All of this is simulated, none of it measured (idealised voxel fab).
You're looking at the process module voxel wiring stack.
For reference, the cross-section in this document is cut, with width 210 nm and square cells of 5 nm.
Think of the cross-section as a grid of square cells. We describe it in bands, top to bottom, and each band covers one or more rows of those cells.
The band entry comprises the height of the band's top followed by the height of its bottom, expressed in nm, and subsequently the band's materials from left to right, each stated together with its width in nm. Where a single material is marked with the word "full width", that material fills the band from edge to edge. The word "air" represents empty space.
Where do heights start? At 0: under that level the wafer as delivered is made of one material only. And the lowest band has no floor; it just carries on downward, as in "0 down".
A width given as "30..40" starts at the first number in the band's top row and ends at the second number in its bottom row, shifting by an equal amount at every step from row to row.
Where a step carries "nothing was modified", the cross-section came out of it unchanged, cell for cell.
"Sealed cavities" contains a list of empty spaces, each no smaller than 8 cells and without an open way to the top, written in the form width x height at distance with the distance from the left edge and all three in nm.
That trailing text on a step's line, after the settings, is the simulator's own remark on the step.
Each step line may optionally specify "overlay nm", which for a step with a mask gives the rightward distance between the mask's planned place and where it lay, a negative value indicating the leftward direction.

plan:
- 1: RECEIVE,material Si
- 2: CONFORMAL_DEP,material SiO2,thk nm 15
- 3: DIRECTIONAL_DEP,material TiN,thk nm 5
- 4: DIRECTIONAL_DEP,material W,thk nm 20
- 5: DIRECTIONAL_DEP,material aC,thk nm 10
- 6: PATTERN,tone cover,mask id METAL_1,material resist,width nm 20,pitch nm 40,thk nm 25,overlay nm 0
- 7: DIRECTIONAL_ETCH,etch materials aC,depth nm 10
- 8: STRIP,etch materials resist
- 9: DIRECTIONAL_ETCH,etch materials W,depth nm 20
- 10: DIRECTIONAL_ETCH,etch materials TiN,depth nm 5
- 11: STRIP,etch materials aC
- 12: CONFORMAL_DEP,material SiN,thk nm 5
- 13: FILL_DEP,material lowk,thk nm 10
- 14: CMP,height nm 40
- 15: CONFORMAL_DEP,material SiCN,thk nm 5
- 16: DIRECTIONAL_DEP,material lowk,thk nm 25
- 17: PATTERN,tone open,mask id METAL_2,material resist,width nm 20,pitch nm 40,thk nm 15,overlay nm 0
- 18: DIRECTIONAL_ETCH,etch materials lowk,depth nm 15
- 19: STRIP,etch materials resist
- 20: DIRECTIONAL_DEP,material aC,thk nm 15
- 21: PATTERN,tone open,mask id METAL_2_HOLES,material resist,width nm 15,pitch nm 80,thk nm 30,overlay nm 0
- 22: DIRECTIONAL_ETCH,etch materials aC,depth nm 15
- 23: STRIP,etch materials resist
- 24: DIRECTIONAL_ETCH,etch materials lowk,depth nm 10
- 25: DIRECTIONAL_ETCH,etch materials SiCN,depth nm 5
- 26: STRIP,etch materials aC
- 27: CONFORMAL_DEP,material TiN,thk nm 5
- 28: FILL_DEP,material Cu,thk nm 10
- 29: CMP,height nm 70
- 30: CONFORMAL_DEP,material SiCN,thk nm 5
- 31: DIRECTIONAL_DEP,material lowk,thk nm 10
- 32: MASKED_ETCH,tone open,mask id PLUG_2,width nm 15,pitch nm 80,etch materials lowk,depth nm 10,overlay nm 0
- 33: MASKED_ETCH,tone open,mask id PLUG_2,width nm 15,pitch nm 80,etch materials SiCN,depth nm 5,overlay nm 0
- 34: CONFORMAL_DEP,material TiN,thk nm 5
- 35: FILL_DEP,material Cu,thk nm 10
- 36: CMP,height nm 85
- 37: CONFORMAL_DEP,material SiN,thk nm 5
- 38: DIRECTIONAL_DEP,material SiO2,thk nm 20
- 39: MASKED_ETCH,tone open,mask id METAL_3,width nm 20,pitch nm 40,etch materials SiO2,depth nm 20,overlay nm -15
- 40: MASKED_ETCH,tone open,mask id METAL_3,width nm 20,pitch nm 40,etch materials SiN,depth nm 5,overlay nm 0
- 41: CONFORMAL_DEP,material TiN,thk nm 5
- 42: FILL_DEP,material Cu,thk nm 10
- 43: CMP,height nm 110
- 44: CONFORMAL_DEP,material SiCN,thk nm 5
- 45: DIRECTIONAL_DEP,material lowk,thk nm 35
- 46: PATTERN,tone open,mask id METAL_4_HOLES,material resist,width nm 15,pitch nm 40,thk nm 20,overlay nm 0
- 47: DIRECTIONAL_ETCH,etch materials lowk,depth nm 35
- 48: STRIP,etch materials resist
- 49: DIRECTIONAL_DEP,material aC,thk nm 10
- 50: PATTERN,tone open,mask id METAL_4,material resist,width nm 20,pitch nm 40,thk nm 25,overlay nm 0
- 51: DIRECTIONAL_ETCH,etch materials aC,depth nm 10
- 52: STRIP,etch materials resist
- 53: DIRECTIONAL_ETCH,etch materials lowk,depth nm 20
- 54: DIRECTIONAL_ETCH,etch materials SiCN,depth nm 5
- 55: STRIP,etch materials aC
- 56: CONFORMAL_DEP,material TiN,thk nm 5
- 57: FILL_DEP,material Ru,thk nm 10
- 58: CMP,height nm 150
- 59: CONFORMAL_DEP,material SiN,thk nm 5
The value of overlay nm given for step 39 in the plan refers to the first wafer; the wafers vary in this setting and are alike at the start.

Sectional view: first of several wafers, as received, after step 1:
    0 down: Si full width
    Sealed cavities: none

Below is a per-wafer table. In it, each row describes the wafer at the end of the module by giving, for each material, the number of cells gained (+) or lost (-) since the wafer was received, and after that the closed voids of the wafer:
overlay nm -15; +40 Cu; +30 Ru; +105 SiCN; +135 SiN; +246 SiO2; +149 TiN; +48 W; +549 lowk; Sealed cavities: none
overlay nm -10; +40 Cu; +30 Ru; +105 SiCN; +132 SiN; +246 SiO2; +152 TiN; +48 W; +549 lowk; Sealed cavities: none
overlay nm -5; +43 Cu; +30 Ru; +105 SiCN; +129 SiN; +246 SiO2; +152 TiN; +48 W; +549 lowk; Sealed cavities: none
overlay nm 0; +46 Cu; +30 Ru; +105 SiCN; +126 SiN; +246 SiO2; +152 TiN; +48 W; +549 lowk; Sealed cavities: none
overlay nm 5; +43 Cu; +30 Ru; +105 SiCN; +129 SiN; +246 SiO2; +152 TiN; +48 W; +549 lowk; Sealed cavities: none
overlay nm 10; +40 Cu; +30 Ru; +105 SiCN; +132 SiN; +246 SiO2; +152 TiN; +48 W; +549 lowk; Sealed cavities: none
overlay nm 15; +40 Cu; +30 Ru; +105 SiCN; +135 SiN; +246 SiO2; +149 TiN; +48 W; +549 lowk; Sealed cavities: none
